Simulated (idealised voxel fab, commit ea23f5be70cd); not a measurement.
process module | voxel released beams
cross-section cut | 155 nm wide | cells 5 nm
A cross-section is a grid of square cells, given in bands from the top down. A band is one or more rows of cells.
Each band's line starts with the height of the band's top and of its bottom, in nm. Then come its materials from left to right, each with its width in nm. One material with "throughout" fills the band from edge to edge. "air" is empty space.
Height 0 is the level under which the wafer as received is all one material. The lowest band goes on downwards, as in "0 down".
A width such as "30 to 40" changes by the same amount from each row of cells to the next, from the band's top row to its bottom row.
"no change" after a step means that no cell of the cross-section changed.
closed voids: empty space of 8 cells or more with no open way to the top, each as width x height at its distance from the left edge, in nm
after a step's settings: what the simulator itself notes on the step
overlay nm, on a step with a mask: how far to the right of its planned place the mask lay; to the left if negative
Each pair below shows a cross-section before one step and the cross-section after it, down to the lowest band that changed. The line under each pair gives the step between them, with its settings. The pairs can come from different runs of this module on the same starting wafer, so a pair continues from the pair above only where its "before" says so.
before
  0 down: Si throughout
  closed voids: none
after
  5 to 0: Al2O3 throughout
  below 0: unchanged
  closed voids: none
the step between: op CONFORMAL_DEP | material Al2O3 | thk nm 5
before: the cross-section after the pair above
after
  15 to 5: SiO2 throughout
  below 5: unchanged
  closed voids: none
the step between: op DIRECTIONAL_DEP | material SiO2 | thk nm 10
before: the cross-section after the pair above
after
  30 to 15: aC throughout
  below 15: unchanged
  closed voids: none
the step between: op DIRECTIONAL_DEP | material aC | thk nm 15
before: the cross-section after the pair above
after
  65 to 30: resist 30 | air 40 | resist 85
  below 30: unchanged
  closed voids: none
the step between: op PATTERN | tone open | mask id ANCHOR | material resist | width nm 40 | thk nm 35 | overlay nm 0
before: the cross-section after the pair above
after
  50 to 30: resist 30 | air 40 | resist 85
  30 to 15: aC 30 | air 40 | aC 85
  below 15: unchanged
  closed voids: none
the step between: op DIRECTIONAL_ETCH | etch materials aC | depth nm 15
before: the cross-section after the pair above
after
  30 to 15: aC 30 | air 40 | aC 85
  below 15: unchanged
  closed voids: none
the step between: op STRIP | etch materials resist
before: the cross-section after the pair above
after
  30 to 15: aC 30 | air 40 | aC 85
  15 to 5: SiO2 30 | air 40 | SiO2 85
  below 5: unchanged
  closed voids: none
the step between: op DIRECTIONAL_ETCH | etch materials SiO2 | depth nm 10
before: the cross-section after the pair above
after
  15 to 5: SiO2 30 | air 40 | SiO2 85
  below 5: unchanged
  closed voids: none
the step between: op STRIP | etch materials aC
before: the cross-section after the pair above
after
  30 to 20: SiN 45 | air 10 | SiN 100
  20 to 15: SiN throughout
  15 to 5: SiO2 30 | SiN 40 | SiO2 85
  below 5: unchanged
  closed voids: none
the step between: op CONFORMAL_DEP | material SiN | thk nm 15
before: the cross-section after the pair above
after
  30 to 20: air 25 | SiN 20 | air 10 | SiN 70 | air 30
  20 to 15: air 25 | SiN 100 | air 30
  below 15: unchanged
  closed voids: none
the step between: op MASKED_ETCH | tone cover | mask id BEAM | width nm 100 | etch materials SiN | depth nm 15 | overlay nm 0
before: the cross-section after the pair above
after
  30 to 20: air 25 | SiN 20 | air 10 | SiN 70 | air 30
  20 to 15: air 25 | SiN 100 | air 30
  15 to 5: air 30 | SiN 40 | air 85
  below 5: unchanged
  closed voids: none
the step between: op STRIP | etch materials SiO2
before
  0 down: Si throughout
  closed voids: none
after
  10 to 0: SiO2 throughout
  below 0: unchanged
  closed voids: none
the step between: op DIRECTIONAL_DEP | material SiO2 | thk nm 10
before: the cross-section after the pair above
after
  25 to 10: aC throughout
  below 10: unchanged
  closed voids: none
the step between: op DIRECTIONAL_DEP | material aC | thk nm 15
before: the cross-section after the pair above
after
  60 to 25: resist 30 | air 40 | resist 85
  below 25: unchanged
  closed voids: none
the step between: op PATTERN | tone open | mask id ANCHOR | material resist | width nm 40 | thk nm 35 | overlay nm 0
before: the cross-section after the pair above
after
  45 to 25: resist 30 | air 40 | resist 85
  25 to 10: aC 30 | air 40 | aC 85
  below 10: unchanged
  closed voids: none
the step between: op DIRECTIONAL_ETCH | etch materials aC | depth nm 15
before: the cross-section after the pair above
after
  25 to 10: aC 30 | air 40 | aC 85
  below 10: unchanged
  closed voids: none
the step between: op STRIP | etch materials resist
before: the cross-section after the pair above
after
  25 to 10: aC 30 | air 40 | aC 85
  10 to 0: SiO2 30 | air 40 | SiO2 85
  below 0: unchanged
  closed voids: none
the step between: op DIRECTIONAL_ETCH | etch materials SiO2 | depth nm 10
before: the cross-section after the pair above
after
  10 to 0: SiO2 30 | air 40 | SiO2 85
  below 0: unchanged
  closed voids: none
the step between: op STRIP | etch materials aC
before: the cross-section after the pair above
after
  25 to 15: SiN 45 | air 10 | SiN 100
  15 to 10: SiN throughout
  10 to 0: SiO2 30 | SiN 40 | SiO2 85
  below 0: unchanged
  closed voids: none
the step between: op CONFORMAL_DEP | material SiN | thk nm 15
before: the cross-section after the pair above
after
  25 to 15: air 25 | SiN 20 | air 10 | SiN 70 | air 30
  15 to 10: air 25 | SiN 100 | air 30
  below 10: unchanged
  closed voids: none
the step between: op MASKED_ETCH | tone cover | mask id BEAM | width nm 100 | etch materials SiN | depth nm 15 | overlay nm 0
before: the cross-section after the pair above
after
  25 to 15: air 25 | SiN 20 | air 10 | SiN 70 | air 30
  15 to 10: air 25 | SiN 100 | air 30
  10 to 0: air 30 | SiN 40 | air 85
  below 0: unchanged
  closed voids: none
the step between: op STRIP | etch materials SiO2
before
  30 to 20: SiN 45 | air 10 | SiN 100
  20 to 15: SiN throughout
  15 to 5: SiO2 30 | SiN 40 | SiO2 85
  5 to 0: Al2O3 throughout
  0 down: Si throughout
  closed voids: none
after
  45 to 15: SiN throughout
  below 15: unchanged
  closed voids: none
the step between: op CONFORMAL_DEP | material SiN | thk nm 15
before: the cross-section after the pair above
after
  45 to 30: air 25 | SiN 100 | air 30
  below 30: unchanged
  closed voids: none
the step between: op MASKED_ETCH | tone cover | mask id BEAM | width nm 100 | etch materials SiN | depth nm 15 | overlay nm 0
before
  10 to 0: SiO2 throughout
  0 down: Si throughout
  closed voids: none
after
  15 to 10: Al2O3 throughout
  below 10: unchanged
  closed voids: none
the step between: op CONFORMAL_DEP | material Al2O3 | thk nm 5
before: the cross-section after the pair above
after
  30 to 15: aC throughout
  below 15: unchanged
  closed voids: none
the step between: op DIRECTIONAL_DEP | material aC | thk nm 15
before: the cross-section after the pair above
after
  65 to 30: resist 30 | air 40 | resist 85
  below 30: unchanged
  closed voids: none
the step between: op PATTERN | tone open | mask id ANCHOR | material resist | width nm 40 | thk nm 35 | overlay nm 0
before: the cross-section after the pair above
after
  50 to 30: resist 30 | air 40 | resist 85
  30 to 15: aC 30 | air 40 | aC 85
  below 15: unchanged
  closed voids: none
the step between: op DIRECTIONAL_ETCH | etch materials aC | depth nm 15
before: the cross-section after the pair above
after
  30 to 15: aC 30 | air 40 | aC 85
  below 15: unchanged
  closed voids: none
the step between: op STRIP | etch materials resist
before: the cross-section after the pair above
after
  15 to 10: Al2O3 throughout
  below 10: unchanged
  closed voids: none
the step between: op STRIP | etch materials aC
before: the cross-section after the pair above
after
  30 to 15: SiN throughout
  below 15: unchanged
  closed voids: none
the step between: op CONFORMAL_DEP | material SiN | thk nm 15
before: the cross-section after the pair above
after
  30 to 15: air 25 | SiN 100 | air 30
  below 15: unchanged
  closed voids: none
the step between: op MASKED_ETCH | tone cover | mask id BEAM | width nm 100 | etch materials SiN | depth nm 15 | overlay nm 0
before
  30 to 20: SiN 45 | air 10 | SiN 100
  20 to 15: SiN throughout
  15 to 5: SiO2 30 | SiN 40 | SiO2 85
  5 to 0: Al2O3 throughout
  0 down: Si throughout
  closed voids: none
after
  30 to 25: air 25 | SiN 20 | air 10 | SiN 70 | air 30
  below 25: unchanged
  closed voids: none
the step between: op MASKED_ETCH | tone cover | mask id BEAM | width nm 100 | etch materials SiN | depth nm 5 | overlay nm 0
before
  30 to 15: aC throughout
  15 to 5: SiO2 throughout
  5 to 0: Al2O3 throughout
  0 down: Si throughout
  closed voids: none
after
  65 to 30: resist 25 | air 50 | resist 80
  below 30: unchanged
  closed voids: none
the step between: op PATTERN | tone open | mask id ANCHOR | material resist | width nm 50 | thk nm 35 | overlay nm 0
before: the cross-section after the pair above
after
  50 to 30: resist 25 | air 50 | resist 80
  30 to 15: aC 25 | air 50 | aC 80
  below 15: unchanged
  closed voids: none
the step between: op DIRECTIONAL_ETCH | etch materials aC | depth nm 15
before: the cross-section after the pair above
after
  30 to 15: aC 25 | air 50 | aC 80
  below 15: unchanged
  closed voids: none
the step between: op STRIP | etch materials resist
before: the cross-section after the pair above
after
  30 to 15: aC 25 | air 50 | aC 80
  15 to 5: SiO2 25 | air 50 | SiO2 80
  below 5: unchanged
  closed voids: none
the step between: op DIRECTIONAL_ETCH | etch materials SiO2 | depth nm 10
before: the cross-section after the pair above
after
  15 to 5: SiO2 25 | air 50 | SiO2 80
  below 5: unchanged
  closed voids: none
the step between: op STRIP | etch materials aC
before: the cross-section after the pair above
after
  30 to 20: SiN 40 | air 20 | SiN 95
  20 to 15: SiN throughout
  15 to 5: SiO2 25 | SiN 50 | SiO2 80
  below 5: unchanged
  closed voids: none
the step between: op CONFORMAL_DEP | material SiN | thk nm 15
before: the cross-section after the pair above
after
  30 to 20: air 25 | SiN 15 | air 20 | SiN 65 | air 30
  20 to 15: air 25 | SiN 100 | air 30
  below 15: unchanged
  closed voids: none
the step between: op MASKED_ETCH | tone cover | mask id BEAM | width nm 100 | etch materials SiN | depth nm 15 | overlay nm 0
before: the cross-section after the pair above
after
  30 to 20: air 25 | SiN 15 | air 20 | SiN 65 | air 30
  20 to 15: air 25 | SiN 100 | air 30
  15 to 5: air 25 | SiN 50 | air 80
  below 5: unchanged
  closed voids: none
the step between: op STRIP | etch materials SiO2
before
  30 to 15: aC throughout
  15 to 5: SiO2 throughout
  5 to 0: Al2O3 throughout
  0 down: Si throughout
  closed voids: none
after
  65 to 30: resist 40 | air 40 | resist 75
  below 30: unchanged
  closed voids: none
the step between: op PATTERN | tone open | mask id ANCHOR | material resist | width nm 40 | thk nm 35 | overlay nm 10
before: the cross-section after the pair above
after
  50 to 30: resist 40 | air 40 | resist 75
  30 to 15: aC 40 | air 40 | aC 75
  below 15: unchanged
  closed voids: none
the step between: op DIRECTIONAL_ETCH | etch materials aC | depth nm 15
before: the cross-section after the pair above
after
  30 to 15: aC 40 | air 40 | aC 75
  below 15: unchanged
  closed voids: none
the step between: op STRIP | etch materials resist
before: the cross-section after the pair above
after
  30 to 15: aC 40 | air 40 | aC 75
  15 to 5: SiO2 40 | air 40 | SiO2 75
  below 5: unchanged
  closed voids: none
the step between: op DIRECTIONAL_ETCH | etch materials SiO2 | depth nm 10
before: the cross-section after the pair above
after
  15 to 5: SiO2 40 | air 40 | SiO2 75
  below 5: unchanged
  closed voids: none
the step between: op STRIP | etch materials aC
before: the cross-section after the pair above
after
  30 to 20: SiN 55 | air 10 | SiN 90
  20 to 15: SiN throughout
  15 to 5: SiO2 40 | SiN 40 | SiO2 75
  below 5: unchanged
  closed voids: none
the step between: op CONFORMAL_DEP | material SiN | thk nm 15
before: the cross-section after the pair above
after
  30 to 20: air 25 | SiN 30 | air 10 | SiN 60 | air 30
  20 to 15: air 25 | SiN 100 | air 30
  below 15: unchanged
  closed voids: none
the step between: op MASKED_ETCH | tone cover | mask id BEAM | width nm 100 | etch materials SiN | depth nm 15 | overlay nm 0
before: the cross-section after the pair above
after
  30 to 20: air 25 | SiN 30 | air 10 | SiN 60 | air 30
  20 to 15: air 25 | SiN 100 | air 30
  15 to 5: air 40 | SiN 40 | air 75
  below 5: unchanged
  closed voids: none
the step between: op STRIP | etch materials SiO2
before
  5 to 0: Al2O3 throughout
  0 down: Si throughout
  closed voids: none
after
  15 to 5: SiN throughout
  below 5: unchanged
  closed voids: none
the step between: op DIRECTIONAL_DEP | material SiN | thk nm 10
before: the cross-section after the pair above
after
  30 to 15: aC throughout
  below 15: unchanged
  closed voids: none
the step between: op DIRECTIONAL_DEP | material aC | thk nm 15
before: the cross-section after the pair above
after
  65 to 30: resist 30 | air 40 | resist 85
  below 30: unchanged
  closed voids: none
the step between: op PATTERN | tone open | mask id ANCHOR | material resist | width nm 40 | thk nm 35 | overlay nm 0
before: the cross-section after the pair above
after
  50 to 30: resist 30 | air 40 | resist 85
  30 to 15: aC 30 | air 40 | aC 85
  below 15: unchanged
  closed voids: none
the step between: op DIRECTIONAL_ETCH | etch materials aC | depth nm 15
before: the cross-section after the pair above
after
  30 to 15: aC 30 | air 40 | aC 85
  below 15: unchanged
  closed voids: none
the step between: op STRIP | etch materials resist
before: the cross-section after the pair above
after
  15 to 5: SiN throughout
  below 5: unchanged
  closed voids: none
the step between: op STRIP | etch materials aC
before: the cross-section after the pair above
after
  30 to 5: SiN throughout
  below 5: unchanged
  closed voids: none
the step between: op CONFORMAL_DEP | material SiN | thk nm 15
before: the cross-section after the pair above
after
  30 to 15: air 25 | SiN 100 | air 30
  below 15: unchanged
  closed voids: none
the step between: op MASKED_ETCH | tone cover | mask id BEAM | width nm 100 | etch materials SiN | depth nm 15 | overlay nm 0
before
  30 to 20: SiN 45 | air 10 | SiN 100
  20 to 15: SiN throughout
  15 to 5: SiO2 30 | SiN 40 | SiO2 85
  5 to 0: Al2O3 throughout
  0 down: Si throughout
  closed voids: none
after
  30 to 15: SiN 25 | air 100 | SiN 30
  15 to 5: SiO2 30 | SiN 15 | air 10 | SiN 15 | SiO2 85
  below 5: unchanged
  closed voids: none
the step between: op MASKED_ETCH | tone open | mask id BEAM | width nm 100 | etch materials SiN | depth nm 15 | overlay nm 0
before: the cross-section after the pair above
after
  15 to 5: air 30 | SiN 15 | air 10 | SiN 15 | air 85
  below 5: unchanged
  closed voids: none
the step between: op STRIP | etch materials SiO2
